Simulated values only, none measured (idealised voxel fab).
The document below concerns the process module designated voxel gate over fins.
This is section cut - it's 255 nm across, gridded in 5 nm square cells.
We lay out every cross-section as a grid of square cells and spell it out in bands from the top down, where one band means one or more rows of cells. Basically the band line says how high the top is and how high the bottom is, in nm, and then what's in it from left to right, every material with its width in nm. Empty space shows up as "empty", and if a single material carries "everywhere" it runs the full band edge to edge. Height is counted from the level 0, under which the received wafer is composed throughout of one material. The lowest of the bands is not closed at the bottom but continues downward, in the notation "from 0 down". Width "30..40": first value at the band's top row of cells, second value at its bottom row, equal change from row to row. You'll sometimes find "nothing was modified" written for a step, and that's the way of saying that nowhere in the cross-section did a cell change during that step. "Enclosed voids" contains a list of empty spaces, each no smaller than 8 cells and without an open way to the top, written in the form width x height at distance with the distance from the left edge and all three in nm. Where a step's line continues beyond its settings, the continuation is a remark by the simulator itself on that step. overlay nm: where the mask lay relative to plan, measured to the right, on steps with a mask; negatives go left.

-- Below is the list of planned process steps
1. RECEIVE with material Si
2. CONFORMAL_DEP with material SiN, thk nm 10
3. PATTERN with tone cover, mask id FINS, material resist, width nm 15, pitch nm 35, thk nm 15, overlay nm 0
4. DIRECTIONAL_ETCH with etch materials SiN, depth nm 10
5. DIRECTIONAL_ETCH with etch materials Si, depth nm 30
6. STRIP with etch materials resist
7. FILL_DEP with material SiO2, thk nm 5
8. CMP with height nm 10
9. SELECTIVE_ETCH with etch materials SiO2, depth nm 25
10. STRIP with etch materials SiN
11. CONFORMAL_DEP with material HfO2, thk nm 5
12. CONFORMAL_DEP with material TiN, thk nm 5
13. CONFORMAL_DEP with material TiAl, thk nm 5
14. CONFORMAL_DEP with material TiN, thk nm 5
15. FILL_DEP with material W, thk nm 15
16. CMP with height nm 30
17. CONFORMAL_DEP with material SiN, thk nm 10

-- First wafer out of two, processed as planned

-- This is the cross-section of the wafer as we received it, i.e. after step 1
from 0 down = Si everywhere
Enclosed voids: none

-- Cross-section of the wafer after step 2
from 10 to 0 = SiN everywhere
Nothing below the height 0 has changed.

-- Cross-section of the wafer after step 3
from 25 to 10 = empty: 65, then resist: 15, then empty: 20, then resist: 15, then empty: 20, then resist: 15, then empty: 20, then resist: 15, then empty: 70
Nothing below the height 10 has changed.

-- Cross-section of the wafer after step 4
from 25 to 10 = empty: 65, then resist: 15, then empty: 20, then resist: 15, then empty: 20, then resist: 15, then empty: 20, then resist: 15, then empty: 70
from 10 to 0 = empty: 65, then SiN: 15, then empty: 20, then SiN: 15, then empty: 20, then SiN: 15, then empty: 20, then SiN: 15, then empty: 70
Nothing below the height 0 has changed.

-- Cross-section of the wafer after step 5
from 25 to 10 = empty: 65, then resist: 15, then empty: 20, then resist: 15, then empty: 20, then resist: 15, then empty: 20, then resist: 15, then empty: 70
from 10 to 0 = empty: 65, then SiN: 15, then empty: 20, then SiN: 15, then empty: 20, then SiN: 15, then empty: 20, then SiN: 15, then empty: 70
from 0 to -30 = empty: 65, then Si: 15, then empty: 20, then Si: 15, then empty: 20, then Si: 15, then empty: 20, then Si: 15, then empty: 70
Nothing below the height -30 has changed.

-- Cross-section of the wafer after step 6
from 10 to 0 = empty: 65, then SiN: 15, then empty: 20, then SiN: 15, then empty: 20, then SiN: 15, then empty: 20, then SiN: 15, then empty: 70
Nothing below the height 0 has changed.

-- Cross-section of the wafer after step 7
from 15 to 10 = SiO2 everywhere
from 10 to 0 = SiO2: 65, then SiN: 15, then SiO2: 20, then SiN: 15, then SiO2: 20, then SiN: 15, then SiO2: 20, then SiN: 15, then SiO2: 70
from 0 to -30 = SiO2: 65, then Si: 15, then SiO2: 20, then Si: 15, then SiO2: 20, then Si: 15, then SiO2: 20, then Si: 15, then SiO2: 70
Nothing below the height -30 has changed.

-- Cross-section of the wafer after step 8
from 10 to 0 = SiO2: 65, then SiN: 15, then SiO2: 20, then SiN: 15, then SiO2: 20, then SiN: 15, then SiO2: 20, then SiN: 15, then SiO2: 70
Nothing below the height 0 has changed.

-- Cross-section of the wafer after step 9
from 10 to 0 = empty: 65, then SiN: 15, then empty: 20, then SiN: 15, then empty: 20, then SiN: 15, then empty: 20, then SiN: 15, then empty: 70
from 0 to -15 = empty: 65, then Si: 15, then empty: 20, then Si: 15, then empty: 20, then Si: 15, then empty: 20, then Si: 15, then empty: 70
Nothing below the height -15 has changed.

-- Cross-section of the wafer after step 10
from 0 to -15 = empty: 65, then Si: 15, then empty: 20, then Si: 15, then empty: 20, then Si: 15, then empty: 20, then Si: 15, then empty: 70
Nothing below the height -15 has changed.

-- Cross-section of the wafer after step 11
from 5 to 0 = empty: 60, then HfO2: 25, then empty: 10, then HfO2: 25, then empty: 10, then HfO2: 25, then empty: 10, then HfO2: 25, then empty: 65
from 0 to -10 = empty: 60, then HfO2: 5, then Si: 15, then HfO2: 5, then empty: 10, then HfO2: 5, then Si: 15, then HfO2: 5, then empty: 10, then HfO2: 5, then Si: 15, then HfO2: 5, then empty: 10, then HfO2: 5, then Si: 15, then HfO2: 5, then empty: 65
from -10 to -15 = HfO2: 65, then Si: 15, then HfO2: 20, then Si: 15, then HfO2: 20, then Si: 15, then HfO2: 20, then Si: 15, then HfO2: 70
Nothing below the height -15 has changed.

-- Cross-section of the wafer after step 12
from 10 to 5 = empty: 55, then TiN: 140, then empty: 60
from 5 to 0 = empty: 55, then TiN: 5, then HfO2: 25, then TiN: 10, then HfO2: 25, then TiN: 10, then HfO2: 25, then TiN: 10, then HfO2: 25, then TiN: 5, then empty: 60
from 0 to -5 = empty: 55, then TiN: 5, then HfO2: 5, then Si: 15, then HfO2: 5, then TiN: 10, then HfO2: 5, then Si: 15, then HfO2: 5, then TiN: 10, then HfO2: 5, then Si: 15, then HfO2: 5, then TiN: 10, then HfO2: 5, then Si: 15, then HfO2: 5, then TiN: 5, then empty: 60
from -5 to -10 = TiN: 60, then HfO2: 5, then Si: 15, then HfO2: 5, then TiN: 10, then HfO2: 5, then Si: 15, then HfO2: 5, then TiN: 10, then HfO2: 5, then Si: 15, then HfO2: 5, then TiN: 10, then HfO2: 5, then Si: 15, then HfO2: 5, then TiN: 65
Nothing below the height -10 has changed.

-- Cross-section of the wafer after step 13
from 15 to 10 = empty: 50, then TiAl: 150, then empty: 55
from 10 to 5 = empty: 50, then TiAl: 5, then TiN: 140, then TiAl: 5, then empty: 55
from 5 to 0 = empty: 50, then TiAl: 5, then TiN: 5, then HfO2: 25, then TiN: 10, then HfO2: 25, then TiN: 10, then HfO2: 25, then TiN: 10, then HfO2: 25, then TiN: 5, then TiAl: 5, then empty: 55
from 0 to -5 = TiAl: 55, then TiN: 5, then HfO2: 5, then Si: 15, then HfO2: 5, then TiN: 10, then HfO2: 5, then Si: 15, then HfO2: 5, then TiN: 10, then HfO2: 5, then Si: 15, then HfO2: 5, then TiN: 10, then HfO2: 5, then Si: 15, then HfO2: 5, then TiN: 5, then TiAl: 60
Nothing below the height -5 has changed.

-- Cross-section of the wafer after step 14
from 20 to 15 = empty: 45, then TiN: 160, then empty: 50
from 15 to 10 = empty: 45, then TiN: 5, then TiAl: 150, then TiN: 5, then empty: 50
from 10 to 5 = empty: 45, then TiN: 5, then TiAl: 5, then TiN: 140, then TiAl: 5, then TiN: 5, then empty: 50
from 5 to 0 = TiN: 50, then TiAl: 5, then TiN: 5, then HfO2: 25, then TiN: 10, then HfO2: 25, then TiN: 10, then HfO2: 25, then TiN: 10, then HfO2: 25, then TiN: 5, then TiAl: 5, then TiN: 55
Nothing below the height 0 has changed.

-- Cross-section of the wafer after step 15
from 35 to 20 = W everywhere
from 20 to 15 = W: 45, then TiN: 160, then W: 50
from 15 to 10 = W: 45, then TiN: 5, then TiAl: 150, then TiN: 5, then W: 50
from 10 to 5 = W: 45, then TiN: 5, then TiAl: 5, then TiN: 140, then TiAl: 5, then TiN: 5, then W: 50
Nothing below the height 5 has changed.

-- Cross-section of the wafer after step 16
from 30 to 20 = W everywhere
Nothing below the height 20 has changed.

-- Cross-section of the wafer after step 17
from 40 to 30 = SiN everywhere
Nothing below the height 30 has changed.

-- Second wafer - shared start and plan with the first - one error in running - same as the first up to step 2 inclusive

-- Second wafer, sectioned view, at step 3's planned end time
from 25 to 10 = empty: 60, then resist: 15, then empty: 20, then resist: 15, then empty: 20, then resist: 15, then empty: 20, then resist: 15, then empty: 75
Nothing below the height 10 has changed.

-- Second wafer, sectioned view, at step 4's planned end time
from 25 to 10 = empty: 60, then resist: 15, then empty: 20, then resist: 15, then empty: 20, then resist: 15, then empty: 20, then resist: 15, then empty: 75
from 10 to 0 = empty: 60, then SiN: 15, then empty: 20, then SiN: 15, then empty: 20, then SiN: 15, then empty: 20, then SiN: 15, then empty: 75
Nothing below the height 0 has changed.

-- Second wafer, sectioned view, at step 5's planned end time
from 25 to 10 = empty: 60, then resist: 15, then empty: 20, then resist: 15, then empty: 20, then resist: 15, then empty: 20, then resist: 15, then empty: 75
from 10 to 0 = empty: 60, then SiN: 15, then empty: 20, then SiN: 15, then empty: 20, then SiN: 15, then empty: 20, then SiN: 15, then empty: 75
from 0 to -30 = empty: 60, then Si: 15, then empty: 20, then Si: 15, then empty: 20, then Si: 15, then empty: 20, then Si: 15, then empty: 75
Nothing below the height -30 has changed.

-- Second wafer, sectioned view, at step 6's planned end time
from 10 to 0 = empty: 60, then SiN: 15, then empty: 20, then SiN: 15, then empty: 20, then SiN: 15, then empty: 20, then SiN: 15, then empty: 75
Nothing below the height 0 has changed.

-- Second wafer, sectioned view, at step 7's planned end time
from 15 to 10 = SiO2 everywhere
from 10 to 0 = SiO2: 60, then SiN: 15, then SiO2: 20, then SiN: 15, then SiO2: 20, then SiN: 15, then SiO2: 20, then SiN: 15, then SiO2: 75
from 0 to -30 = SiO2: 60, then Si: 15, then SiO2: 20, then Si: 15, then SiO2: 20, then Si: 15, then SiO2: 20, then Si: 15, then SiO2: 75
Nothing below the height -30 has changed.

-- Second wafer, sectioned view, at step 8's planned end time
from 10 to 0 = SiO2: 60, then SiN: 15, then SiO2: 20, then SiN: 15, then SiO2: 20, then SiN: 15, then SiO2: 20, then SiN: 15, then SiO2: 75
Nothing below the height 0 has changed.

-- Second wafer, sectioned view, at step 9's planned end time
from 10 to 0 = empty: 60, then SiN: 15, then empty: 20, then SiN: 15, then empty: 20, then SiN: 15, then empty: 20, then SiN: 15, then empty: 75
from 0 to -15 = empty: 60, then Si: 15, then empty: 20, then Si: 15, then empty: 20, then Si: 15, then empty: 20, then Si: 15, then empty: 75
Nothing below the height -15 has changed.

-- Second wafer, sectioned view, at step 10's planned end time
from 0 to -15 = empty: 60, then Si: 15, then empty: 20, then Si: 15, then empty: 20, then Si: 15, then empty: 20, then Si: 15, then empty: 75
Nothing below the height -15 has changed.

-- Second wafer, sectioned view, at step 11's planned end time
from 5 to 0 = empty: 55, then HfO2: 25, then empty: 10, then HfO2: 25, then empty: 10, then HfO2: 25, then empty: 10, then HfO2: 25, then empty: 70
from 0 to -10 = empty: 55, then HfO2: 5, then Si: 15, then HfO2: 5, then empty: 10, then HfO2: 5, then Si: 15, then HfO2: 5, then empty: 10, then HfO2: 5, then Si: 15, then HfO2: 5, then empty: 10, then HfO2: 5, then Si: 15, then HfO2: 5, then empty: 70
from -10 to -15 = HfO2: 60, then Si: 15, then HfO2: 20, then Si: 15, then HfO2: 20, then Si: 15, then HfO2: 20, then Si: 15, then HfO2: 75
Nothing below the height -15 has changed.

-- Second wafer, sectioned view, at step 12's planned end time
from 10 to 5 = empty: 50, then TiN: 140, then empty: 65
from 5 to 0 = empty: 50, then TiN: 5, then HfO2: 25, then TiN: 10, then HfO2: 25, then TiN: 10, then HfO2: 25, then TiN: 10, then HfO2: 25, then TiN: 5, then empty: 65
from 0 to -5 = empty: 50, then TiN: 5, then HfO2: 5, then Si: 15, then HfO2: 5, then TiN: 10, then HfO2: 5, then Si: 15, then HfO2: 5, then TiN: 10, then HfO2: 5, then Si: 15, then HfO2: 5, then TiN: 10, then HfO2: 5, then Si: 15, then HfO2: 5, then TiN: 5, then empty: 65
from -5 to -10 = TiN: 55, then HfO2: 5, then Si: 15, then HfO2: 5, then TiN: 10, then HfO2: 5, then Si: 15, then HfO2: 5, then TiN: 10, then HfO2: 5, then Si: 15, then HfO2: 5, then TiN: 10, then HfO2: 5, then Si: 15, then HfO2: 5, then TiN: 70
Nothing below the height -10 has changed.

-- Second wafer, sectioned view, at step 13's planned end time
from 15 to 10 = empty: 45, then TiAl: 150, then empty: 60
from 10 to 5 = empty: 45, then TiAl: 5, then TiN: 140, then TiAl: 5, then empty: 60
from 5 to 0 = empty: 45, then TiAl: 5, then TiN: 5, then HfO2: 25, then TiN: 10, then HfO2: 25, then TiN: 10, then HfO2: 25, then TiN: 10, then HfO2: 25, then TiN: 5, then TiAl: 5, then empty: 60
from 0 to -5 = TiAl: 50, then TiN: 5, then HfO2: 5, then Si: 15, then HfO2: 5, then TiN: 10, then HfO2: 5, then Si: 15, then HfO2: 5, then TiN: 10, then HfO2: 5, then Si: 15, then HfO2: 5, then TiN: 10, then HfO2: 5, then Si: 15, then HfO2: 5, then TiN: 5, then TiAl: 65
Nothing below the height -5 has changed.

-- Second wafer, sectioned view, at step 14's planned end time
from 20 to 15 = empty: 40, then TiN: 160, then empty: 55
from 15 to 10 = empty: 40, then TiN: 5, then TiAl: 150, then TiN: 5, then empty: 55
from 10 to 5 = empty: 40, then TiN: 5, then TiAl: 5, then TiN: 140, then TiAl: 5, then TiN: 5, then empty: 55
from 5 to 0 = TiN: 45, then TiAl: 5, then TiN: 5, then HfO2: 25, then TiN: 10, then HfO2: 25, then TiN: 10, then HfO2: 25, then TiN: 10, then HfO2: 25, then TiN: 5, then TiAl: 5, then TiN: 60
Nothing below the height 0 has changed.

-- Second wafer, sectioned view, at step 15's planned end time
from 35 to 20 = W everywhere
from 20 to 15 = W: 40, then TiN: 160, then W: 55
from 15 to 10 = W: 40, then TiN: 5, then TiAl: 150, then TiN: 5, then W: 55
from 10 to 5 = W: 40, then TiN: 5, then TiAl: 5, then TiN: 140, then TiAl: 5, then TiN: 5, then W: 55
Nothing below the height 5 has changed.

-- Second wafer, sectioned view, at step 16's planned end time
from 30 to 20 = W everywhere
Nothing below the height 20 has changed.

-- Second wafer, sectioned view, at step 17's planned end time
from 40 to 30 = SiN everywhere
Nothing below the height 30 has changed.
What broke from the plan during processing? step 3 ran with different settings than intended, the actual operation and settings being PATTERN with tone cover, mask id FINS, material resist, width nm 15, pitch nm 35, thk nm 15, overlay nm -5
The two final wafers agree on how many cells each material fills and disagree on which cells those are.
